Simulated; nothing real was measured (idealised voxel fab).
Module name: voxel transistor to metal (process module)
Square cells of 5 nm make up the cross-section cut, whose width is 195 nm.
Cross-sections here: square-cell grids, written as top-down lists of bands, a band being one or more rows of cells. Band entry format. Leading values: height of top, height of bottom, nm. Remainder: materials in left-to-right order, each with its width in nm. Special words: "full width" on a single material, which then fills the band edge to edge; "air", empty space. The reference from which all heights are counted is 0, the level beneath which the as-received wafer is entirely one material; the lowest band, having no lower bound, proceeds downward and is written after the example "0 down". Read "30->40" as a graded width: first number on top, second number at the bottom, same change between each pair of neighbouring rows. "everything unchanged" after a step means that no cell of the cross-section changed. "Trapped cavities" contains a list of empty spaces, each no smaller than 8 cells and without an open way to the top, written in the form width x height at distance with the distance from the left edge and all three in nm. What comes after the settings on a step's line is commentary from the simulator itself on that step. overlay nm: on a step with a mask, how far right of its planned place the mask lay; negative means left.
## The steps planned for the process are as follows
step 1: RECEIVE: material Si
step 2: OXIDIZE: depth nm 5
step 3: CONFORMAL_DEP: material SiN, thk nm 10
step 4: DIRECTIONAL_DEP: material aC, thk nm 15
step 5: PATTERN: tone cover, mask id ACTIVE, material resist, width nm 130, thk nm 30, overlay nm 0
step 6: DIRECTIONAL_ETCH: etch materials aC, depth nm 15
step 7: STRIP: etch materials resist
step 8: DIRECTIONAL_ETCH: etch materials SiN, depth nm 10
step 9: DIRECTIONAL_ETCH: etch materials SiO2, depth nm 5
step 10: DIRECTIONAL_ETCH: etch materials Si, depth nm 30
step 11: STRIP: etch materials aC
step 12: FILL_DEP: material SiO2, thk nm 5
step 13: CMP: height nm 10
step 14: SELECTIVE_ETCH: etch materials SiO2, depth nm 10
step 15: STRIP: etch materials SiN
step 16: SELECTIVE_ETCH: etch materials SiO2, depth nm 5
step 17: OXIDIZE: depth nm 5
step 18: DIRECTIONAL_DEP: material polySi, thk nm 30
step 19: DIRECTIONAL_DEP: material SiCN, thk nm 10
step 20: DIRECTIONAL_DEP: material aC, thk nm 15
step 21: PATTERN: tone cover, mask id GATE, material resist, width nm 30, thk nm 30, overlay nm 0
step 22: DIRECTIONAL_ETCH: etch materials aC, depth nm 15
step 23: STRIP: etch materials resist
step 24: DIRECTIONAL_ETCH: etch materials SiCN, depth nm 20
step 25: DIRECTIONAL_ETCH: etch materials polySi, depth nm 40
step 26: STRIP: etch materials aC
step 27: CONFORMAL_DEP: material SiN, thk nm 10
step 28: DIRECTIONAL_ETCH: etch materials SiN, depth nm 10
step 29: DIRECTIONAL_ETCH: etch materials SiO2, depth nm 5
step 30: DIRECTIONAL_ETCH: etch materials Si, depth nm 10
step 31: EPI: material pSi, thk nm 10
step 32: FILL_DEP: material SiO2, thk nm 10
step 33: CMP: height nm 25
step 34: STRIP: etch materials polySi
step 35: SELECTIVE_ETCH: etch materials SiO2, depth nm 5
step 36: CONFORMAL_DEP: material HfO2, thk nm 5
step 37: CONFORMAL_DEP: material TiN, thk nm 5
step 38: FILL_DEP: material W, thk nm 10
step 39: CMP: height nm 20
step 40: DIRECTIONAL_DEP: material SiO2, thk nm 10
step 41: PATTERN: tone open, mask id CONTACT, material resist, width nm 20, pitch nm 90, thk nm 20, overlay nm 0
step 42: DIRECTIONAL_ETCH: etch materials SiO2, depth nm 40
step 43: STRIP: etch materials resist
step 44: CONFORMAL_DEP: material TiN, thk nm 5
step 45: FILL_DEP: material W, thk nm 10
step 46: CMP: height nm 30
step 47: DIRECTIONAL_DEP: material TiN, thk nm 5
step 48: DIRECTIONAL_DEP: material Ru, thk nm 25
step 49: MASKED_ETCH: tone cover, mask id METAL_1, width nm 20, pitch nm 90, etch materials Ru, depth nm 25, overlay nm 0
step 50: MASKED_ETCH: tone cover, mask id METAL_1, width nm 20, pitch nm 90, etch materials TiN, depth nm 5, overlay nm 0
step 51: CONFORMAL_DEP: material SiN, thk nm 5
step 52: FILL_DEP: material SiO2, thk nm 5
step 53: CMP: height nm 60
step 54: CONFORMAL_DEP: material SiCN, thk nm 5
## Concerning the first of two wafers, which was run in accordance with the plan
## As-received state of the wafer in cross-section, equivalent to post-step 1
	0 down | Si full width
	Trapped cavities: none
## Wafer xsec, post step 2
	0 to -5 | SiO2 full width
	Lower than -5, everything is as it was.
## Wafer xsec, post step 3
	10 to 0 | SiN full width
	Lower than 0, everything is as it was.
## Wafer xsec, post step 4
	25 to 10 | aC full width
	Lower than 10, everything is as it was.
## Wafer xsec, post step 5
	55 to 25 | air=30; resist=130; air=35
	Lower than 25, everything is as it was.
## Wafer xsec, post step 6
	40 to 25 | air=30; resist=130; air=35
	25 to 10 | air=30; aC=130; air=35
	Lower than 10, everything is as it was.
## Wafer xsec, post step 7
	25 to 10 | air=30; aC=130; air=35
	Lower than 10, everything is as it was.
## Wafer xsec, post step 8
	25 to 10 | air=30; aC=130; air=35
	10 to 0 | air=30; SiN=130; air=35
	Lower than 0, everything is as it was.
## Wafer xsec, post step 9
	25 to 10 | air=30; aC=130; air=35
	10 to 0 | air=30; SiN=130; air=35
	0 to -5 | air=30; SiO2=130; air=35
	Lower than -5, everything is as it was.
## Wafer xsec, post step 10
	25 to 10 | air=30; aC=130; air=35
	10 to 0 | air=30; SiN=130; air=35
	0 to -5 | air=30; SiO2=130; air=35
	-5 to -35 | air=30; Si=130; air=35
	Lower than -35, everything is as it was.
## Wafer xsec, post step 11
	10 to 0 | air=30; SiN=130; air=35
	Lower than 0, everything is as it was.
## Wafer xsec, post step 12
	15 to 10 | SiO2 full width
	10 to 0 | SiO2=30; SiN=130; SiO2=35
	0 to -5 | SiO2 full width
	-5 to -35 | SiO2=30; Si=130; SiO2=35
	Lower than -35, everything is as it was.
## Wafer xsec, post step 13
	10 to 0 | SiO2=30; SiN=130; SiO2=35
	Lower than 0, everything is as it was.
## Wafer xsec, post step 14
	10 to 0 | air=30; SiN=130; air=35
	Lower than 0, everything is as it was.
## Wafer xsec, post step 15
	0 to -5 | SiO2 full width
	Lower than -5, everything is as it was.
## Wafer xsec, post step 16
	-5 to -35 | SiO2=30; Si=130; SiO2=35
	Lower than -35, everything is as it was.
## Wafer xsec, post step 17
	-5 to -10 | SiO2 full width
	Lower than -10, everything is as it was.
## Wafer xsec, post step 18
	25 to -5 | polySi full width
	Lower than -5, everything is as it was.
## Wafer xsec, post step 19
	35 to 25 | SiCN full width
	Lower than 25, everything is as it was.
## Wafer xsec, post step 20
	50 to 35 | aC full width
	Lower than 35, everything is as it was.
## Wafer xsec, post step 21
	80 to 50 | air=80; resist=30; air=85
	Lower than 50, everything is as it was.
## Wafer xsec, post step 22
	65 to 50 | air=80; resist=30; air=85
	50 to 35 | air=80; aC=30; air=85
	Lower than 35, everything is as it was.
## Wafer xsec, post step 23
	50 to 35 | air=80; aC=30; air=85
	Lower than 35, everything is as it was.
## Wafer xsec, post step 24
	50 to 35 | air=80; aC=30; air=85
	35 to 25 | air=80; SiCN=30; air=85
	Lower than 25, everything is as it was.
## Wafer xsec, post step 25
	50 to 35 | air=80; aC=30; air=85
	35 to 25 | air=80; SiCN=30; air=85
	25 to -5 | air=80; polySi=30; air=85
	Lower than -5, everything is as it was.
## Wafer xsec, post step 26
	35 to 25 | air=80; SiCN=30; air=85
	Lower than 25, everything is as it was.
## Wafer xsec, post step 27
	45 to 35 | air=70; SiN=50; air=75
	35 to 25 | air=70; SiN=10; SiCN=30; SiN=10; air=75
	25 to 5 | air=70; SiN=10; polySi=30; SiN=10; air=75
	5 to -5 | SiN=80; polySi=30; SiN=85
	Lower than -5, everything is as it was.
## Wafer xsec, post step 28
	35 to 25 | air=70; SiN=10; SiCN=30; SiN=10; air=75
	25 to -5 | air=70; SiN=10; polySi=30; SiN=10; air=75
	Lower than -5, everything is as it was.
## Wafer xsec, post step 29
	35 to 25 | air=70; SiN=10; SiCN=30; SiN=10; air=75
	25 to -5 | air=70; SiN=10; polySi=30; SiN=10; air=75
	-5 to -10 | air=70; SiO2=50; air=75
	Lower than -10, everything is as it was.
## Wafer xsec, post step 30
	35 to 25 | air=70; SiN=10; SiCN=30; SiN=10; air=75
	25 to -5 | air=70; SiN=10; polySi=30; SiN=10; air=75
	-5 to -10 | air=70; SiO2=50; air=75
	-10 to -20 | SiO2=30; air=40; Si=50; air=40; SiO2=35
	Lower than -20, everything is as it was.
## Wafer xsec, post step 31
	35 to 25 | air=70; SiN=10; SiCN=30; SiN=10; air=75
	25 to 0 | air=70; SiN=10; polySi=30; SiN=10; air=75
	0 to -5 | air=60; pSi=10; SiN=10; polySi=30; SiN=10; pSi=10; air=65
	-5 to -10 | air=60; pSi=10; SiO2=50; pSi=10; air=65
	-10 to -20 | SiO2=30; pSi=40; Si=50; pSi=40; SiO2=35
	Lower than -20, everything is as it was.
## Wafer xsec, post step 32
	45 to 35 | SiO2 full width
	35 to 25 | SiO2=70; SiN=10; SiCN=30; SiN=10; SiO2=75
	25 to 0 | SiO2=70; SiN=10; polySi=30; SiN=10; SiO2=75
	0 to -5 | SiO2=60; pSi=10; SiN=10; polySi=30; SiN=10; pSi=10; SiO2=65
	-5 to -10 | SiO2=60; pSi=10; SiO2=50; pSi=10; SiO2=65
	Lower than -10, everything is as it was.
## Wafer xsec, post step 33
	25 to 0 | SiO2=70; SiN=10; polySi=30; SiN=10; SiO2=75
	Lower than 0, everything is as it was.
## Wafer xsec, post step 34
	25 to 0 | SiO2=70; SiN=10; air=30; SiN=10; SiO2=75
	0 to -5 | SiO2=60; pSi=10; SiN=10; air=30; SiN=10; pSi=10; SiO2=65
	Lower than -5, everything is as it was.
## Wafer xsec, post step 35
	25 to 20 | air=70; SiN=10; air=30; SiN=10; air=75
	20 to 0 | SiO2=70; SiN=10; air=30; SiN=10; SiO2=75
	0 to -5 | SiO2=60; pSi=10; SiN=10; air=30; SiN=10; pSi=10; SiO2=65
	-5 to -10 | SiO2=60; pSi=10; SiO2=5; air=40; SiO2=5; pSi=10; SiO2=65
	Lower than -10, everything is as it was.
## Wafer xsec, post step 36
	30 to 25 | air=65; HfO2=20; air=20; HfO2=20; air=70
	25 to 20 | HfO2=70; SiN=10; HfO2=5; air=20; HfO2=5; SiN=10; HfO2=75
	20 to 0 | SiO2=70; SiN=10; HfO2=5; air=20; HfO2=5; SiN=10; SiO2=75
	0 to -5 | SiO2=60; pSi=10; SiN=10; HfO2=5; air=20; HfO2=5; SiN=10; pSi=10; SiO2=65
	-5 to -10 | SiO2=60; pSi=10; SiO2=5; HfO2=40; SiO2=5; pSi=10; SiO2=65
	Lower than -10, everything is as it was.
## Wafer xsec, post step 37
	35 to 30 | air=60; TiN=30; air=10; TiN=30; air=65
	30 to 25 | TiN=65; HfO2=20; TiN=5; air=10; TiN=5; HfO2=20; TiN=70
	25 to 20 | HfO2=70; SiN=10; HfO2=5; TiN=5; air=10; TiN=5; HfO2=5; SiN=10; HfO2=75
	20 to 0 | SiO2=70; SiN=10; HfO2=5; TiN=5; air=10; TiN=5; HfO2=5; SiN=10; SiO2=75
	0 to -5 | SiO2=60; pSi=10; SiN=10; HfO2=5; TiN=20; HfO2=5; SiN=10; pSi=10; SiO2=65
	Lower than -5, everything is as it was.
## Wafer xsec, post step 38
	45 to 35 | W full width
	35 to 30 | W=60; TiN=30; W=10; TiN=30; W=65
	30 to 25 | TiN=65; HfO2=20; TiN=5; W=10; TiN=5; HfO2=20; TiN=70
	25 to 20 | HfO2=70; SiN=10; HfO2=5; TiN=5; W=10; TiN=5; HfO2=5; SiN=10; HfO2=75
	20 to 0 | SiO2=70; SiN=10; HfO2=5; TiN=5; W=10; TiN=5; HfO2=5; SiN=10; SiO2=75
	Lower than 0, everything is as it was.
## Wafer xsec, post step 39
	20 to 0 | SiO2=70; SiN=10; HfO2=5; TiN=5; W=10; TiN=5; HfO2=5; SiN=10; SiO2=75
	Lower than 0, everything is as it was.
## Wafer xsec, post step 40
	30 to 20 | SiO2 full width
	Lower than 20, everything is as it was.
## Wafer xsec, post step 41
	50 to 30 | resist=40; air=20; resist=70; air=20; resist=45
	Lower than 30, everything is as it was.
## Wafer xsec, post step 42
	50 to 30 | resist=40; air=20; resist=70; air=20; resist=45
	30 to 20 | SiO2=40; air=20; SiO2=70; air=20; SiO2=45
	20 to 0 | SiO2=40; air=20; SiO2=10; SiN=10; HfO2=5; TiN=5; W=10; TiN=5; HfO2=5; SiN=10; SiO2=10; air=20; SiO2=45
	0 to -5 | SiO2=40; air=20; pSi=10; SiN=10; HfO2=5; TiN=20; HfO2=5; SiN=10; pSi=10; air=20; SiO2=45
	-5 to -10 | SiO2=40; air=20; pSi=10; SiO2=5; HfO2=40; SiO2=5; pSi=10; air=20; SiO2=45
	Lower than -10, everything is as it was.
## Wafer xsec, post step 43
	30 to 20 | SiO2=40; air=20; SiO2=70; air=20; SiO2=45
	Lower than 20, everything is as it was.
## Wafer xsec, post step 44
	35 to 30 | TiN=45; air=10; TiN=80; air=10; TiN=50
	30 to 20 | SiO2=40; TiN=5; air=10; TiN=5; SiO2=70; TiN=5; air=10; TiN=5; SiO2=45
	20 to 0 | SiO2=40; TiN=5; air=10; TiN=5; SiO2=10; SiN=10; HfO2=5; TiN=5; W=10; TiN=5; HfO2=5; SiN=10; SiO2=10; TiN=5; air=10; TiN=5; SiO2=45
	0 to -5 | SiO2=40; TiN=5; air=10; TiN=5; pSi=10; SiN=10; HfO2=5; TiN=20; HfO2=5; SiN=10; pSi=10; TiN=5; air=10; TiN=5; SiO2=45
	-5 to -10 | SiO2=40; TiN=20; pSi=10; SiO2=5; HfO2=40; SiO2=5; pSi=10; TiN=20; SiO2=45
	Lower than -10, everything is as it was.
## Wafer xsec, post step 45
	45 to 35 | W full width
	35 to 30 | TiN=45; W=10; TiN=80; W=10; TiN=50
	30 to 20 | SiO2=40; TiN=5; W=10; TiN=5; SiO2=70; TiN=5; W=10; TiN=5; SiO2=45
	20 to 0 | SiO2=40; TiN=5; W=10; TiN=5; SiO2=10; SiN=10; HfO2=5; TiN=5; W=10; TiN=5; HfO2=5; SiN=10; SiO2=10; TiN=5; W=10; TiN=5; SiO2=45
	0 to -5 | SiO2=40; TiN=5; W=10; TiN=5; pSi=10; SiN=10; HfO2=5; TiN=20; HfO2=5; SiN=10; pSi=10; TiN=5; W=10; TiN=5; SiO2=45
	Lower than -5, everything is as it was.
## Wafer xsec, post step 46
	30 to 20 | SiO2=40; TiN=5; W=10; TiN=5; SiO2=70; TiN=5; W=10; TiN=5; SiO2=45
	Lower than 20, everything is as it was.
## Wafer xsec, post step 47
	35 to 30 | TiN full width
	Lower than 30, everything is as it was.
## Wafer xsec, post step 48
	60 to 35 | Ru full width
	Lower than 35, everything is as it was.
## Wafer xsec, post step 49
	60 to 35 | air=40; Ru=20; air=70; Ru=20; air=45
	Lower than 35, everything is as it was.
## Wafer xsec, post step 50
	60 to 35 | air=40; Ru=20; air=70; Ru=20; air=45
	35 to 30 | air=40; TiN=20; air=70; TiN=20; air=45
	Lower than 30, everything is as it was.
## Wafer xsec, post step 51
	65 to 60 | air=35; SiN=30; air=60; SiN=30; air=40
	60 to 35 | air=35; SiN=5; Ru=20; SiN=5; air=60; SiN=5; Ru=20; SiN=5; air=40
	35 to 30 | SiN=40; TiN=20; SiN=70; TiN=20; SiN=45
	Lower than 30, everything is as it was.
## Wafer xsec, post step 52
	70 to 65 | SiO2 full width
	65 to 60 | SiO2=35; SiN=30; SiO2=60; SiN=30; SiO2=40
	60 to 35 | SiO2=35; SiN=5; Ru=20; SiN=5; SiO2=60; SiN=5; Ru=20; SiN=5; SiO2=40
	Lower than 35, everything is as it was.
## Wafer xsec, post step 53
	60 to 35 | SiO2=35; SiN=5; Ru=20; SiN=5; SiO2=60; SiN=5; Ru=20; SiN=5; SiO2=40
	Lower than 35, everything is as it was.
## Wafer xsec, post step 54
	65 to 60 | SiCN full width
	Lower than 60, everything is as it was.
## Notes, second wafer: start = first wafer's, plan = first wafer's, execution had one mistake; history identical to first through step 13
## Cross-sectional view of the second wafer at the intended end time of process step 14
	10 to 0 | SiO2=30; air=130; SiO2=35
	Lower than 0, everything is as it was.
## Cross-sectional view of the second wafer at the intended end time of process step 15
	0 to -5 | SiO2=20; air=150; SiO2=25
	-5 to -10 | SiO2=20; air=10; Si=130; air=10; SiO2=25
	Lower than -10, everything is as it was.
## Cross-sectional view of the second wafer at the intended end time of process step 16
	-5 to -15 | SiO2=15; air=15; Si=130; air=15; SiO2=20
	Lower than -15, everything is as it was.
## Cross-sectional view of the second wafer at the intended end time of process step 17
	-5 to -10 | SiO2=15; air=15; SiO2=130; air=15; SiO2=20
	-10 to -15 | SiO2=15; air=15; SiO2=5; Si=120; SiO2=5; air=15; SiO2=20
	-15 to -20 | SiO2=35; Si=120; SiO2=40
	Lower than -20, everything is as it was.
## Cross-sectional view of the second wafer at the intended end time of process step 18
	25 to 15 | polySi=15; air=15; polySi=130; air=15; polySi=20
	15 to -5 | polySi full width
	-5 to -10 | SiO2=15; polySi=15; SiO2=130; polySi=15; SiO2=20
	-10 to -15 | SiO2=15; polySi=15; SiO2=5; Si=120; SiO2=5; polySi=15; SiO2=20
	Lower than -15, everything is as it was.
## Cross-sectional view of the second wafer at the intended end time of process step 19
	35 to 25 | SiCN=15; air=15; SiCN=130; air=15; SiCN=20
	25 to 15 | polySi=15; SiCN=15; polySi=130; SiCN=15; polySi=20
	Lower than 15, everything is as it was.
## Cross-sectional view of the second wafer at the intended end time of process step 20
	50 to 40 | aC=15; air=15; aC=130; air=15; aC=20
	40 to 35 | aC full width
	35 to 25 | SiCN=15; aC=15; SiCN=130; aC=15; SiCN=20
	Lower than 25, everything is as it was.
## Cross-sectional view of the second wafer at the intended end time of process step 21
	80 to 50 | air=80; resist=30; air=85
	Lower than 50, everything is as it was.
## Cross-sectional view of the second wafer at the intended end time of process step 22
	65 to 50 | air=80; resist=30; air=85
	50 to 35 | air=80; aC=30; air=85
	35 to 25 | SiCN=15; air=15; SiCN=130; air=15; SiCN=20
	Lower than 25, everything is as it was.
## Cross-sectional view of the second wafer at the intended end time of process step 23
	50 to 35 | air=80; aC=30; air=85
	Lower than 35, everything is as it was.
## Cross-sectional view of the second wafer at the intended end time of process step 24
	50 to 35 | air=80; aC=30; air=85
	35 to 25 | air=80; SiCN=30; air=85
	25 to 15 | polySi=15; air=15; polySi=130; air=15; polySi=20
	Lower than 15, everything is as it was.
## Cross-sectional view of the second wafer at the intended end time of process step 25
	50 to 35 | air=80; aC=30; air=85
	35 to 25 | air=80; SiCN=30; air=85
	25 to -5 | air=80; polySi=30; air=85
	-5 to -10 | SiO2=15; air=15; SiO2=130; air=15; SiO2=20
	-10 to -15 | SiO2=15; air=15; SiO2=5; Si=120; SiO2=5; air=15; SiO2=20
	Lower than -15, everything is as it was.
## Cross-sectional view of the second wafer at the intended end time of process step 26
	35 to 25 | air=80; SiCN=30; air=85
	Lower than 25, everything is as it was.
## Cross-sectional view of the second wafer at the intended end time of process step 27
	45 to 35 | air=70; SiN=50; air=75
	35 to 25 | air=70; SiN=10; SiCN=30; SiN=10; air=75
	25 to 5 | air=70; SiN=10; polySi=30; SiN=10; air=75
	5 to -5 | SiN=80; polySi=30; SiN=85
	-5 to -10 | SiO2=15; SiN=15; SiO2=130; SiN=15; SiO2=20
	-10 to -15 | SiO2=15; SiN=15; SiO2=5; Si=120; SiO2=5; SiN=15; SiO2=20
	Lower than -15, everything is as it was.
## Cross-sectional view of the second wafer at the intended end time of process step 28
	35 to 25 | air=70; SiN=10; SiCN=30; SiN=10; air=75
	25 to -5 | air=70; SiN=10; polySi=30; SiN=10; air=75
	Lower than -5, everything is as it was.
## Cross-sectional view of the second wafer at the intended end time of process step 29
	35 to 25 | air=70; SiN=10; SiCN=30; SiN=10; air=75
	25 to -5 | air=70; SiN=10; polySi=30; SiN=10; air=75
	-5 to -10 | air=15; SiN=15; air=40; SiO2=50; air=40; SiN=15; air=20
	Lower than -10, everything is as it was.
## Cross-sectional view of the second wafer at the intended end time of process step 30
	35 to 25 | air=70; SiN=10; SiCN=30; SiN=10; air=75
	25 to -5 | air=70; SiN=10; polySi=30; SiN=10; air=75
	-5 to -10 | air=15; SiN=15; air=40; SiO2=50; air=40; SiN=15; air=20
	-10 to -15 | SiO2=15; SiN=15; SiO2=5; air=35; Si=50; air=35; SiO2=5; SiN=15; SiO2=20
	-15 to -20 | SiO2=35; air=35; Si=50; air=35; SiO2=40
	Lower than -20, everything is as it was.
## Cross-sectional view of the second wafer at the intended end time of process step 31
	35 to 25 | air=70; SiN=10; SiCN=30; SiN=10; air=75
	25 to 0 | air=70; SiN=10; polySi=30; SiN=10; air=75
	0 to -5 | air=60; pSi=10; SiN=10; polySi=30; SiN=10; pSi=10; air=65
	-5 to -10 | air=15; SiN=15; air=30; pSi=10; SiO2=50; pSi=10; air=30; SiN=15; air=20
	-10 to -15 | SiO2=15; SiN=15; SiO2=5; pSi=35; Si=50; pSi=35; SiO2=5; SiN=15; SiO2=20
	-15 to -20 | SiO2=35; pSi=35; Si=50; pSi=35; SiO2=40
	Lower than -20, everything is as it was.
## Cross-sectional view of the second wafer at the intended end time of process step 32
	45 to 35 | SiO2 full width
	35 to 25 | SiO2=70; SiN=10; SiCN=30; SiN=10; SiO2=75
	25 to 0 | SiO2=70; SiN=10; polySi=30; SiN=10; SiO2=75
	0 to -5 | SiO2=60; pSi=10; SiN=10; polySi=30; SiN=10; pSi=10; SiO2=65
	-5 to -10 | SiO2=15; SiN=15; SiO2=30; pSi=10; SiO2=50; pSi=10; SiO2=30; SiN=15; SiO2=20
	Lower than -10, everything is as it was.
## Cross-sectional view of the second wafer at the intended end time of process step 33
	25 to 0 | SiO2=70; SiN=10; polySi=30; SiN=10; SiO2=75
	Lower than 0, everything is as it was.
## Cross-sectional view of the second wafer at the intended end time of process step 34
	25 to 0 | SiO2=70; SiN=10; air=30; SiN=10; SiO2=75
	0 to -5 | SiO2=60; pSi=10; SiN=10; air=30; SiN=10; pSi=10; SiO2=65
	Lower than -5, everything is as it was.
## Cross-sectional view of the second wafer at the intended end time of process step 35
	25 to 20 | air=70; SiN=10; air=30; SiN=10; air=75
	20 to 0 | SiO2=70; SiN=10; air=30; SiN=10; SiO2=75
	0 to -5 | SiO2=60; pSi=10; SiN=10; air=30; SiN=10; pSi=10; SiO2=65
	-5 to -10 | SiO2=15; SiN=15; SiO2=30; pSi=10; SiO2=5; air=40; SiO2=5; pSi=10; SiO2=30; SiN=15; SiO2=20
	Lower than -10, everything is as it was.
## Cross-sectional view of the second wafer at the intended end time of process step 36
	30 to 25 | air=65; HfO2=20; air=20; HfO2=20; air=70
	25 to 20 | HfO2=70; SiN=10; HfO2=5; air=20; HfO2=5; SiN=10; HfO2=75
	20 to 0 | SiO2=70; SiN=10; HfO2=5; air=20; HfO2=5; SiN=10; SiO2=75
	0 to -5 | SiO2=60; pSi=10; SiN=10; HfO2=5; air=20; HfO2=5; SiN=10; pSi=10; SiO2=65
	-5 to -10 | SiO2=15; SiN=15; SiO2=30; pSi=10; SiO2=5; HfO2=40; SiO2=5; pSi=10; SiO2=30; SiN=15; SiO2=20
	Lower than -10, everything is as it was.
## Cross-sectional view of the second wafer at the intended end time of process step 37
	35 to 30 | air=60; TiN=30; air=10; TiN=30; air=65
	30 to 25 | TiN=65; HfO2=20; TiN=5; air=10; TiN=5; HfO2=20; TiN=70
	25 to 20 | HfO2=70; SiN=10; HfO2=5; TiN=5; air=10; TiN=5; HfO2=5; SiN=10; HfO2=75
	20 to 0 | SiO2=70; SiN=10; HfO2=5; TiN=5; air=10; TiN=5; HfO2=5; SiN=10; SiO2=75
	0 to -5 | SiO2=60; pSi=10; SiN=10; HfO2=5; TiN=20; HfO2=5; SiN=10; pSi=10; SiO2=65
	Lower than -5, everything is as it was.
## Cross-sectional view of the second wafer at the intended end time of process step 38
	45 to 35 | W full width
	35 to 30 | W=60; TiN=30; W=10; TiN=30; W=65
	30 to 25 | TiN=65; HfO2=20; TiN=5; W=10; TiN=5; HfO2=20; TiN=70
	25 to 20 | HfO2=70; SiN=10; HfO2=5; TiN=5; W=10; TiN=5; HfO2=5; SiN=10; HfO2=75
	20 to 0 | SiO2=70; SiN=10; HfO2=5; TiN=5; W=10; TiN=5; HfO2=5; SiN=10; SiO2=75
	Lower than 0, everything is as it was.
## Cross-sectional view of the second wafer at the intended end time of process step 39
	20 to 0 | SiO2=70; SiN=10; HfO2=5; TiN=5; W=10; TiN=5; HfO2=5; SiN=10; SiO2=75
	Lower than 0, everything is as it was.
## Cross-sectional view of the second wafer at the intended end time of process step 40
	30 to 20 | SiO2 full width
	Lower than 20, everything is as it was.
## Cross-sectional view of the second wafer at the intended end time of process step 41
	50 to 30 | resist=40; air=20; resist=70; air=20; resist=45
	Lower than 30, everything is as it was.
## Cross-sectional view of the second wafer at the intended end time of process step 42
	50 to 30 | resist=40; air=20; resist=70; air=20; resist=45
	30 to 20 | SiO2=40; air=20; SiO2=70; air=20; SiO2=45
	20 to 0 | SiO2=40; air=20; SiO2=10; SiN=10; HfO2=5; TiN=5; W=10; TiN=5; HfO2=5; SiN=10; SiO2=10; air=20; SiO2=45
	0 to -5 | SiO2=40; air=20; pSi=10; SiN=10; HfO2=5; TiN=20; HfO2=5; SiN=10; pSi=10; air=20; SiO2=45
	-5 to -10 | SiO2=15; SiN=15; SiO2=10; air=20; pSi=10; SiO2=5; HfO2=40; SiO2=5; pSi=10; air=20; SiO2=10; SiN=15; SiO2=20
	Lower than -10, everything is as it was.
## Cross-sectional view of the second wafer at the intended end time of process step 43
	30 to 20 | SiO2=40; air=20; SiO2=70; air=20; SiO2=45
	Lower than 20, everything is as it was.
## Cross-sectional view of the second wafer at the intended end time of process step 44
	35 to 30 | TiN=45; air=10; TiN=80; air=10; TiN=50
	30 to 20 | SiO2=40; TiN=5; air=10; TiN=5; SiO2=70; TiN=5; air=10; TiN=5; SiO2=45
	20 to 0 | SiO2=40; TiN=5; air=10; TiN=5; SiO2=10; SiN=10; HfO2=5; TiN=5; W=10; TiN=5; HfO2=5; SiN=10; SiO2=10; TiN=5; air=10; TiN=5; SiO2=45
	0 to -5 | SiO2=40; TiN=5; air=10; TiN=5; pSi=10; SiN=10; HfO2=5; TiN=20; HfO2=5; SiN=10; pSi=10; TiN=5; air=10; TiN=5; SiO2=45
	-5 to -10 | SiO2=15; SiN=15; SiO2=10; TiN=20; pSi=10; SiO2=5; HfO2=40; SiO2=5; pSi=10; TiN=20; SiO2=10; SiN=15; SiO2=20
	Lower than -10, everything is as it was.
## Cross-sectional view of the second wafer at the intended end time of process step 45
	45 to 35 | W full width
	35 to 30 | TiN=45; W=10; TiN=80; W=10; TiN=50
	30 to 20 | SiO2=40; TiN=5; W=10; TiN=5; SiO2=70; TiN=5; W=10; TiN=5; SiO2=45
	20 to 0 | SiO2=40; TiN=5; W=10; TiN=5; SiO2=10; SiN=10; HfO2=5; TiN=5; W=10; TiN=5; HfO2=5; SiN=10; SiO2=10; TiN=5; W=10; TiN=5; SiO2=45
	0 to -5 | SiO2=40; TiN=5; W=10; TiN=5; pSi=10; SiN=10; HfO2=5; TiN=20; HfO2=5; SiN=10; pSi=10; TiN=5; W=10; TiN=5; SiO2=45
	Lower than -5, everything is as it was.
## Cross-sectional view of the second wafer at the intended end time of process step 46
	30 to 20 | SiO2=40; TiN=5; W=10; TiN=5; SiO2=70; TiN=5; W=10; TiN=5; SiO2=45
	Lower than 20, everything is as it was.
## Cross-sectional view of the second wafer at the intended end time of process step 47
	35 to 30 | TiN full width
	Lower than 30, everything is as it was.
## Cross-sectional view of the second wafer at the intended end time of process step 48
	60 to 35 | Ru full width
	Lower than 35, everything is as it was.
## Cross-sectional view of the second wafer at the intended end time of process step 49
	60 to 35 | air=40; Ru=20; air=70; Ru=20; air=45
	Lower than 35, everything is as it was.
## Cross-sectional view of the second wafer at the intended end time of process step 50
	60 to 35 | air=40; Ru=20; air=70; Ru=20; air=45
	35 to 30 | air=40; TiN=20; air=70; TiN=20; air=45
	Lower than 30, everything is as it was.
## Cross-sectional view of the second wafer at the intended end time of process step 51
	65 to 60 | air=35; SiN=30; air=60; SiN=30; air=40
	60 to 35 | air=35; SiN=5; Ru=20; SiN=5; air=60; SiN=5; Ru=20; SiN=5; air=40
	35 to 30 | SiN=40; TiN=20; SiN=70; TiN=20; SiN=45
	Lower than 30, everything is as it was.
## Cross-sectional view of the second wafer at the intended end time of process step 52
	70 to 65 | SiO2 full width
	65 to 60 | SiO2=35; SiN=30; SiO2=60; SiN=30; SiO2=40
	60 to 35 | SiO2=35; SiN=5; Ru=20; SiN=5; SiO2=60; SiN=5; Ru=20; SiN=5; SiO2=40
	Lower than 35, everything is as it was.
## Cross-sectional view of the second wafer at the intended end time of process step 53
	60 to 35 | SiO2=35; SiN=5; Ru=20; SiN=5; SiO2=60; SiN=5; Ru=20; SiN=5; SiO2=40
	Lower than 35, everything is as it was.
## Cross-sectional view of the second wafer at the intended end time of process step 54
	65 to 60 | SiCN full width
	Lower than 60, everything is as it was.
Plan not followed: note: step 14 <-> step 15, run order reversed vs plan
End check, counted in cells, second wafer has more or fewer of these materials than the first: +12 SiN | -8 SiO2 | -4 pSi
